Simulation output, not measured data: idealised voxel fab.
The following process module bears the name voxel capacitor over wiring.
The cross-section shown here is cut; it is 200 nm wide and divided into square cells measuring 5 nm on a side.
Cross-section format: a grid of square cells, given as bands from top to bottom; each band is one or more rows of cells.
Heads up on the band format: heights come first, top then bottom, in nm. After that it's the materials left to right, each with its width in nm. A single material flagged "edge to edge" fills the whole band edge to edge, and "empty" means there's empty space there.
A quick word on heights: they are counted from 0, and under that level the wafer as it came to us is one material throughout. The lowest band is different from the rest in having no bottom; it simply continues downward, written as in "0..down".
Width spec "30->40" -> top row of cells at first value, bottom row at second value, equal per-row change in between.
Any step labelled "no modifications" changed none of the cells in the cross-section.
"Fully sealed voids" - sealed voids, min. 8 cells, no opening to top; format: width x height at distance (distance from left edge; nm throughout).
Post-settings text on a step line: simulator's own remark regarding the step.
What "overlay nm" on a step's line means: if the step has a mask, that mask lay this far to the right of its planned place, or, when the value is negative, to the left.

**The steps planned for the process are as follows**
step 1: RECEIVE with material Si
step 2: CONFORMAL_DEP with material SiO2, thk nm 15
step 3: CONFORMAL_DEP with material SiCN, thk nm 5
step 4: DIRECTIONAL_DEP with material SiO2, thk nm 20
step 5: DIRECTIONAL_DEP with material aC, thk nm 15
step 6: PATTERN with tone open, mask id METAL_1, material resist, width nm 25, pitch nm 90, thk nm 35, overlay nm 0
step 7: DIRECTIONAL_ETCH with etch materials aC, depth nm 15
step 8: STRIP with etch materials resist
step 9: DIRECTIONAL_ETCH with etch materials SiO2, depth nm 20
step 10: DIRECTIONAL_ETCH with etch materials SiCN, depth nm 5
step 11: STRIP with etch materials aC
step 12: CONFORMAL_DEP with material TiN, thk nm 5
step 13: FILL_DEP with material Cu, thk nm 10
step 14: CMP with height nm 40
step 15: EPI with material Ru, thk nm 5
step 16: FILL_DEP with material SiCN, thk nm 5
step 17: DIRECTIONAL_DEP with material lowk, thk nm 10
step 18: PATTERN with tone open, mask id PLUG_1, material resist, width nm 15, thk nm 20, overlay nm 0
step 19: DIRECTIONAL_ETCH with etch materials lowk, depth nm 10
step 20: DIRECTIONAL_ETCH with etch materials SiCN, depth nm 5
step 21: STRIP with etch materials resist
step 22: EPI with material Ru, thk nm 10
step 23: EPI with material Ru, thk nm 5
step 24: DIRECTIONAL_DEP with material TiN, thk nm 10
step 25: DIRECTIONAL_DEP with material HfO2, thk nm 5
step 26: DIRECTIONAL_DEP with material TiN, thk nm 5
step 27: DIRECTIONAL_DEP with material aC, thk nm 10
step 28: PATTERN with tone cover, mask id UPPER_PLATE, material resist, width nm 70, thk nm 25, overlay nm 0
step 29: DIRECTIONAL_ETCH with etch materials aC, depth nm 10
step 30: STRIP with etch materials resist
step 31: DIRECTIONAL_ETCH with etch materials TiN, depth nm 5
step 32: DIRECTIONAL_ETCH with etch materials HfO2, depth nm 5
step 33: STRIP with etch materials aC
step 34: PATTERN with tone cover, mask id LOWER_PLATE, material resist, width nm 80, thk nm 15, overlay nm 0
step 35: DIRECTIONAL_ETCH with etch materials TiN, depth nm 10
step 36: STRIP with etch materials resist
step 37: FILL_DEP with material SiO2, thk nm 20
step 38: CMP with height nm 95
step 39: DIRECTIONAL_DEP with material aC, thk nm 15
step 40: PATTERN with tone open, mask id PLUG_2, material resist, width nm 15, thk nm 30, overlay nm 0
step 41: DIRECTIONAL_ETCH with etch materials aC, depth nm 15
step 42: STRIP with etch materials resist
step 43: DIRECTIONAL_ETCH with etch materials SiO2, depth nm 15
step 44: STRIP with etch materials aC
step 45: CONFORMAL_DEP with material TiN, thk nm 5
step 46: FILL_DEP with material Ru, thk nm 5
step 47: CMP with height nm 95
step 48: CONFORMAL_DEP with material SiCN, thk nm 5

**This is the cross-section of the wafer as we received it, i.e. after step 1**
* 0..down: Si edge to edge
* Fully sealed voids: none

**Result of the module, cross-sectioned: start per above, plan per above, one error in how it was run**
* 100..95: SiCN edge to edge
* 95..85: SiO2 (60), TiN (5), Ru (5), TiN (5), SiO2 (125)
* 85..75: SiO2 (60->50), TiN (15->70), SiO2 (125->80)
* 75..70: SiO2 (50), HfO2 (70), SiO2 (80)
* 70..60: SiO2 (45), TiN (80), SiO2 (75)
* 60..50: lowk (50), Ru (15), lowk (135)
* 50..45: SiCN (50), Ru (15), SiCN (135)
* 45..40: SiCN (40), Ru (30), SiCN (60), Ru (30), SiCN (40)
* 40..20: SiO2 (45), TiN (5), Cu (10), TiN (5), SiO2 (70), TiN (5), Cu (10), TiN (5), SiO2 (45)
* 20..15: SiCN (45), TiN (20), SiCN (70), TiN (20), SiCN (45)
* 15..0: SiO2 edge to edge
* 0..down: Si edge to edge
* Fully sealed voids: none
It is concluded that the wafer was processed incorrectly with respect to the plan, in that it should be noted that step 6 was executed with settings other than those planned, the operation and settings actually applied being PATTERN with tone open, mask id METAL_1, material resist, width nm 20, pitch nm 90, thk nm 35, overlay nm 0
